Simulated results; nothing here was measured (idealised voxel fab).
This is a process module. Its name is voxel capacitor over wiring.
It is cross-section cut that appears here, measuring 205 nm in width, its square cells being 5 nm in size.
In what follows, cross-sections appear as grids of square cells, described through bands that run from the top down, where every band is one or more rows of cells.
Read a band's entry like this: the first values are the height of its top and the height of its bottom in nm, and what follows is the sequence of materials from left to right, each with its width in nm. Note that "empty" is empty space, and that a single material marked "full width" reaches across the band from edge to edge.
Heights are expressed relative to 0, this being the level below which the as-received wafer comprises one material exclusively. The lowest band is unbounded in the downward direction and is denoted as in "0 nm and below".
The width entry "30..40" should be interpreted row by row: the top row of cells in the band takes the first number, the bottom row takes the second number, and the change between adjacent rows is uniform throughout.
You'll sometimes find "stayed the same" written for a step, and that's the way of saying that nowhere in the cross-section did a cell change during that step.
"Cavities, closed" means: voids of 8 cells or more that are shut off from the top with no open way through. Written width x height at distance, distance from the left edge, in nm.
That trailing text on a step's line, after the settings, is the simulator's own remark on the step.
overlay nm: mask offset rightward from planned place, masked step; negative means leftward offset.

-- The process steps that were planned are listed below
| 1 | RECEIVE: material Si |
| 2 | CONFORMAL_DEP: material SiO2, thk nm 10 |
| 3 | CONFORMAL_DEP: material SiCN, thk nm 5 |
| 4 | DIRECTIONAL_DEP: material lowk, thk nm 15 |
| 5 | PATTERN: tone open, mask id METAL_1, material resist, width nm 25, pitch nm 95, thk nm 15, overlay nm 0 |
| 6 | DIRECTIONAL_ETCH: etch materials lowk, depth nm 15 |
| 7 | DIRECTIONAL_ETCH: etch materials SiCN, depth nm 5 |
| 8 | STRIP: etch materials resist |
| 9 | CONFORMAL_DEP: material TiN, thk nm 5 |
| 10 | FILL_DEP: material Cu, thk nm 5 |
| 11 | CMP: height nm 30 |
| 12 | EPI: material Ru, thk nm 5 |
| 13 | FILL_DEP: material SiCN, thk nm 5 |
| 14 | DIRECTIONAL_DEP: material lowk, thk nm 15 |
| 15 | DIRECTIONAL_DEP: material aC, thk nm 15 |
| 16 | PATTERN: tone open, mask id PLUG_1, material resist, width nm 15, thk nm 35, overlay nm 0 |
| 17 | DIRECTIONAL_ETCH: etch materials aC, depth nm 15 |
| 18 | STRIP: etch materials resist |
| 19 | DIRECTIONAL_ETCH: etch materials lowk, depth nm 15 |
| 20 | DIRECTIONAL_ETCH: etch materials SiCN, depth nm 5 |
| 21 | STRIP: etch materials aC |
| 22 | EPI: material Ru, thk nm 10 |
| 23 | EPI: material Ru, thk nm 10 |
| 24 | DIRECTIONAL_DEP: material TiN, thk nm 10 |
| 25 | DIRECTIONAL_DEP: material Al2O3, thk nm 5 |
| 26 | DIRECTIONAL_DEP: material TiN, thk nm 5 |
| 27 | MASKED_ETCH: tone cover, mask id UPPER_PLATE, width nm 75, etch materials TiN, depth nm 5, overlay nm 0 |
| 28 | MASKED_ETCH: tone cover, mask id UPPER_PLATE, width nm 75, etch materials Al2O3, depth nm 5, overlay nm 0 |
| 29 | PATTERN: tone cover, mask id LOWER_PLATE, material resist, width nm 85, thk nm 20, overlay nm 0 |
| 30 | DIRECTIONAL_ETCH: etch materials TiN, depth nm 10 |
| 31 | STRIP: etch materials resist |
| 32 | FILL_DEP: material SiO2, thk nm 20 |
| 33 | CMP: height nm 90 |
| 34 | DIRECTIONAL_DEP: material aC, thk nm 10 |
| 35 | PATTERN: tone open, mask id PLUG_2, material resist, width nm 15, thk nm 30, overlay nm 0 |
| 36 | DIRECTIONAL_ETCH: etch materials aC, depth nm 10 |
| 37 | STRIP: etch materials resist |
| 38 | DIRECTIONAL_ETCH: etch materials SiO2, depth nm 15 |
| 39 | STRIP: etch materials aC |
| 40 | CONFORMAL_DEP: material TiN, thk nm 5 |
| 41 | FILL_DEP: material Ru, thk nm 5 |
| 42 | CMP: height nm 90 |
| 43 | CONFORMAL_DEP: material SiN, thk nm 5 |

-- First out of two wafers; run went to plan

-- As-received state of the wafer in cross-section, equivalent to post-step 1
  0 nm and below  Si full width
  Cavities, closed: none

-- Upon completion of step 2, the wafer appears in cross-section as shown
  10 nm to 0 nm  SiO2 full width
  Everything below 0 is unchanged.

-- Upon completion of step 3, the wafer appears in cross-section as shown
  15 nm to 10 nm  SiCN full width
  Everything below 10 is unchanged.

-- Upon completion of step 4, the wafer appears in cross-section as shown
  30 nm to 15 nm  lowk full width
  Everything below 15 is unchanged.

-- Upon completion of step 5, the wafer appears in cross-section as shown
  45 nm to 30 nm  40 of resist; 25 of empty; 70 of resist; 25 of empty; 45 of resist
  Everything below 30 is unchanged.

-- Upon completion of step 6, the wafer appears in cross-section as shown
  45 nm to 30 nm  40 of resist; 25 of empty; 70 of resist; 25 of empty; 45 of resist
  30 nm to 15 nm  40 of lowk; 25 of empty; 70 of lowk; 25 of empty; 45 of lowk
  Everything below 15 is unchanged.

-- Upon completion of step 7, the wafer appears in cross-section as shown
  45 nm to 30 nm  40 of resist; 25 of empty; 70 of resist; 25 of empty; 45 of resist
  30 nm to 15 nm  40 of lowk; 25 of empty; 70 of lowk; 25 of empty; 45 of lowk
  15 nm to 10 nm  40 of SiCN; 25 of empty; 70 of SiCN; 25 of empty; 45 of SiCN
  Everything below 10 is unchanged.

-- Upon completion of step 8, the wafer appears in cross-section as shown
  30 nm to 15 nm  40 of lowk; 25 of empty; 70 of lowk; 25 of empty; 45 of lowk
  Everything below 15 is unchanged.

-- Upon completion of step 9, the wafer appears in cross-section as shown
  35 nm to 30 nm  45 of TiN; 15 of empty; 80 of TiN; 15 of empty; 50 of TiN
  30 nm to 15 nm  40 of lowk; 5 of TiN; 15 of empty; 5 of TiN; 70 of lowk; 5 of TiN; 15 of empty; 5 of TiN; 45 of lowk
  15 nm to 10 nm  40 of SiCN; 25 of TiN; 70 of SiCN; 25 of TiN; 45 of SiCN
  Everything below 10 is unchanged.

-- Upon completion of step 10, the wafer appears in cross-section as shown
  40 nm to 35 nm  Cu full width
  35 nm to 30 nm  45 of TiN; 15 of Cu; 80 of TiN; 15 of Cu; 50 of TiN
  30 nm to 15 nm  40 of lowk; 5 of TiN; 15 of Cu; 5 of TiN; 70 of lowk; 5 of TiN; 15 of Cu; 5 of TiN; 45 of lowk
  Everything below 15 is unchanged.

-- Upon completion of step 11, the wafer appears in cross-section as shown
  30 nm to 15 nm  40 of lowk; 5 of TiN; 15 of Cu; 5 of TiN; 70 of lowk; 5 of TiN; 15 of Cu; 5 of TiN; 45 of lowk
  Everything below 15 is unchanged.

-- Upon completion of step 12, the wafer appears in cross-section as shown
  35 nm to 30 nm  35 of empty; 35 of Ru; 60 of empty; 35 of Ru; 40 of empty
  Everything below 30 is unchanged.

-- Upon completion of step 13, the wafer appears in cross-section as shown
  40 nm to 35 nm  SiCN full width
  35 nm to 30 nm  35 of SiCN; 35 of Ru; 60 of SiCN; 35 of Ru; 40 of SiCN
  Everything below 30 is unchanged.

-- Upon completion of step 14, the wafer appears in cross-section as shown
  55 nm to 40 nm  lowk full width
  Everything below 40 is unchanged.

-- Upon completion of step 15, the wafer appears in cross-section as shown
  70 nm to 55 nm  aC full width
  Everything below 55 is unchanged.

-- Upon completion of step 16, the wafer appears in cross-section as shown
  105 nm to 70 nm  50 of resist; 15 of empty; 140 of resist
  Everything below 70 is unchanged.

-- Upon completion of step 17, the wafer appears in cross-section as shown
  90 nm to 70 nm  50 of resist; 15 of empty; 140 of resist
  70 nm to 55 nm  50 of aC; 15 of empty; 140 of aC
  Everything below 55 is unchanged.

-- Upon completion of step 18, the wafer appears in cross-section as shown
  70 nm to 55 nm  50 of aC; 15 of empty; 140 of aC
  Everything below 55 is unchanged.

-- Upon completion of step 19, the wafer appears in cross-section as shown
  70 nm to 55 nm  50 of aC; 15 of empty; 140 of aC
  55 nm to 40 nm  50 of lowk; 15 of empty; 140 of lowk
  Everything below 40 is unchanged.

-- Upon completion of step 20, the wafer appears in cross-section as shown
  70 nm to 55 nm  50 of aC; 15 of empty; 140 of aC
  55 nm to 40 nm  50 of lowk; 15 of empty; 140 of lowk
  40 nm to 35 nm  50 of SiCN; 15 of empty; 140 of SiCN
  Everything below 35 is unchanged.

-- Upon completion of step 21, the wafer appears in cross-section as shown
  55 nm to 40 nm  50 of lowk; 15 of empty; 140 of lowk
  Everything below 40 is unchanged.

-- Upon completion of step 22, the wafer appears in cross-section as shown
  55 nm to 45 nm  50 of lowk; 15 of empty; 140 of lowk
  45 nm to 40 nm  50 of lowk; 15 of Ru; 140 of lowk
  40 nm to 35 nm  50 of SiCN; 15 of Ru; 140 of SiCN
  Everything below 35 is unchanged.

-- Upon completion of step 23, the wafer appears in cross-section as shown
  55 nm to 40 nm  50 of lowk; 15 of Ru; 140 of lowk
  Everything below 40 is unchanged.

-- Upon completion of step 24, the wafer appears in cross-section as shown
  65 nm to 55 nm  TiN full width
  Everything below 55 is unchanged.

-- Upon completion of step 25, the wafer appears in cross-section as shown
  70 nm to 65 nm  Al2O3 full width
  Everything below 65 is unchanged.

-- Upon completion of step 26, the wafer appears in cross-section as shown
  75 nm to 70 nm  TiN full width
  Everything below 70 is unchanged.

-- Upon completion of step 27, the wafer appears in cross-section as shown
  75 nm to 70 nm  50 of empty; 75 of TiN; 80 of empty
  Everything below 70 is unchanged.

-- Upon completion of step 28, the wafer appears in cross-section as shown
  75 nm to 70 nm  50 of empty; 75 of TiN; 80 of empty
  70 nm to 65 nm  50 of empty; 75 of Al2O3; 80 of empty
  Everything below 65 is unchanged.

-- Upon completion of step 29, the wafer appears in cross-section as shown
  95 nm to 75 nm  45 of empty; 85 of resist; 75 of empty
  75 nm to 70 nm  45 of empty; 5 of resist; 75 of TiN; 5 of resist; 75 of empty
  70 nm to 65 nm  45 of empty; 5 of resist; 75 of Al2O3; 5 of resist; 75 of empty
  Everything below 65 is unchanged.

-- Upon completion of step 30, the wafer appears in cross-section as shown
  95 nm to 75 nm  45 of empty; 85 of resist; 75 of empty
  75 nm to 70 nm  45 of empty; 5 of resist; 75 of TiN; 5 of resist; 75 of empty
  70 nm to 65 nm  45 of empty; 5 of resist; 75 of Al2O3; 5 of resist; 75 of empty
  65 nm to 55 nm  45 of empty; 85 of TiN; 75 of empty
  Everything below 55 is unchanged.

-- Upon completion of step 31, the wafer appears in cross-section as shown
  75 nm to 70 nm  50 of empty; 75 of TiN; 80 of empty
  70 nm to 65 nm  50 of empty; 75 of Al2O3; 80 of empty
  Everything below 65 is unchanged.

-- Upon completion of step 32, the wafer appears in cross-section as shown
  95 nm to 75 nm  SiO2 full width
  75 nm to 70 nm  50 of SiO2; 75 of TiN; 80 of SiO2
  70 nm to 65 nm  50 of SiO2; 75 of Al2O3; 80 of SiO2
  65 nm to 55 nm  45 of SiO2; 85 of TiN; 75 of SiO2
  Everything below 55 is unchanged.

-- Upon completion of step 33, the wafer appears in cross-section as shown
  90 nm to 75 nm  SiO2 full width
  Everything below 75 is unchanged.

-- Upon completion of step 34, the wafer appears in cross-section as shown
  100 nm to 90 nm  aC full width
  Everything below 90 is unchanged.

-- Upon completion of step 35, the wafer appears in cross-section as shown
  130 nm to 100 nm  60 of resist; 15 of empty; 130 of resist
  Everything below 100 is unchanged.

-- Upon completion of step 36, the wafer appears in cross-section as shown
  120 nm to 100 nm  60 of resist; 15 of empty; 130 of resist
  100 nm to 90 nm  60 of aC; 15 of empty; 130 of aC
  Everything below 90 is unchanged.

-- Upon completion of step 37, the wafer appears in cross-section as shown
  100 nm to 90 nm  60 of aC; 15 of empty; 130 of aC
  Everything below 90 is unchanged.

-- Upon completion of step 38, the wafer appears in cross-section as shown
  100 nm to 90 nm  60 of aC; 15 of empty; 130 of aC
  90 nm to 75 nm  60 of SiO2; 15 of empty; 130 of SiO2
  Everything below 75 is unchanged.

-- Upon completion of step 39, the wafer appears in cross-section as shown
  90 nm to 75 nm  60 of SiO2; 15 of empty; 130 of SiO2
  Everything below 75 is unchanged.

-- Upon completion of step 40, the wafer appears in cross-section as shown
  95 nm to 90 nm  65 of TiN; 5 of empty; 135 of TiN
  90 nm to 80 nm  60 of SiO2; 5 of TiN; 5 of empty; 5 of TiN; 130 of SiO2
  80 nm to 70 nm  60..50 of SiO2; 15..75 of TiN; 130..80 of SiO2
  Everything below 70 is unchanged.

-- Upon completion of step 41, the wafer appears in cross-section as shown
  100 nm to 95 nm  Ru full width
  95 nm to 90 nm  65 of TiN; 5 of Ru; 135 of TiN
  90 nm to 80 nm  60 of SiO2; 5 of TiN; 5 of Ru; 5 of TiN; 130 of SiO2
  Everything below 80 is unchanged.

-- Upon completion of step 42, the wafer appears in cross-section as shown
  90 nm to 80 nm  60 of SiO2; 5 of TiN; 5 of Ru; 5 of TiN; 130 of SiO2
  Everything below 80 is unchanged.

-- Upon completion of step 43, the wafer appears in cross-section as shown
  95 nm to 90 nm  SiN full width
  Everything below 90 is unchanged.

-- Wafer two. Identical start, identical plan. One mistake in execution. Identical history through step 26

-- Second wafer profile in section, at the moment step 27 of the plan was meant to be complete
  75 nm to 70 nm  50 of TiN; 75 of empty; 80 of TiN
  Everything below 70 is unchanged.

Second wafer profile in section, at the moment step 28 of the plan was meant to be complete: stayed the same

-- Second wafer profile in section, at the moment step 29 of the plan was meant to be complete
  95 nm to 75 nm  45 of empty; 85 of resist; 75 of empty
  75 nm to 70 nm  50 of TiN; 75 of resist; 80 of TiN
  Everything below 70 is unchanged.

-- Second wafer profile in section, at the moment step 30 of the plan was meant to be complete
  95 nm to 75 nm  45 of empty; 85 of resist; 75 of empty
  75 nm to 70 nm  45 of empty; 5 of TiN; 75 of resist; 5 of TiN; 75 of empty
  Everything below 70 is unchanged.

-- Second wafer profile in section, at the moment step 31 of the plan was meant to be complete
  75 nm to 70 nm  45 of empty; 5 of TiN; 75 of empty; 5 of TiN; 75 of empty
  Everything below 70 is unchanged.

-- Second wafer profile in section, at the moment step 32 of the plan was meant to be complete
  95 nm to 75 nm  SiO2 full width
  75 nm to 70 nm  45 of SiO2; 5 of TiN; 75 of SiO2; 5 of TiN; 75 of SiO2
  Everything below 70 is unchanged.

-- Second wafer profile in section, at the moment step 33 of the plan was meant to be complete
  90 nm to 75 nm  SiO2 full width
  Everything below 75 is unchanged.

-- Second wafer profile in section, at the moment step 34 of the plan was meant to be complete
  100 nm to 90 nm  aC full width
  Everything below 90 is unchanged.

-- Second wafer profile in section, at the moment step 35 of the plan was meant to be complete
  130 nm to 100 nm  60 of resist; 15 of empty; 130 of resist
  Everything below 100 is unchanged.

-- Second wafer profile in section, at the moment step 36 of the plan was meant to be complete
  120 nm to 100 nm  60 of resist; 15 of empty; 130 of resist
  100 nm to 90 nm  60 of aC; 15 of empty; 130 of aC
  Everything below 90 is unchanged.

-- Second wafer profile in section, at the moment step 37 of the plan was meant to be complete
  100 nm to 90 nm  60 of aC; 15 of empty; 130 of aC
  Everything below 90 is unchanged.

-- Second wafer profile in section, at the moment step 38 of the plan was meant to be complete
  100 nm to 90 nm  60 of aC; 15 of empty; 130 of aC
  90 nm to 75 nm  60 of SiO2; 15 of empty; 130 of SiO2
  Everything below 75 is unchanged.

-- Second wafer profile in section, at the moment step 39 of the plan was meant to be complete
  90 nm to 75 nm  60 of SiO2; 15 of empty; 130 of SiO2
  Everything below 75 is unchanged.

-- Second wafer profile in section, at the moment step 40 of the plan was meant to be complete
  95 nm to 90 nm  65 of TiN; 5 of empty; 135 of TiN
  90 nm to 80 nm  60 of SiO2; 5 of TiN; 5 of empty; 5 of TiN; 130 of SiO2
  80 nm to 75 nm  60 of SiO2; 15 of TiN; 130 of SiO2
  Everything below 75 is unchanged.

-- Second wafer profile in section, at the moment step 41 of the plan was meant to be complete
  100 nm to 95 nm  Ru full width
  95 nm to 90 nm  65 of TiN; 5 of Ru; 135 of TiN
  90 nm to 80 nm  60 of SiO2; 5 of TiN; 5 of Ru; 5 of TiN; 130 of SiO2
  Everything below 80 is unchanged.

-- Second wafer profile in section, at the moment step 42 of the plan was meant to be complete
  90 nm to 80 nm  60 of SiO2; 5 of TiN; 5 of Ru; 5 of TiN; 130 of SiO2
  Everything below 80 is unchanged.

-- Second wafer profile in section, at the moment step 43 of the plan was meant to be complete
  95 nm to 90 nm  SiN full width
  Everything below 90 is unchanged.
Which mistake was made when the wafer was run? step 27 was run on a setting that differed from the plan, and what really ran there is MASKED_ETCH: tone open, mask id UPPER_PLATE, width nm 75, etch materials TiN, depth nm 5, overlay nm 0
at the end the second wafer has, in cells: Al2O3: 26 more | SiO2: 61 fewer | TiN: 35 more
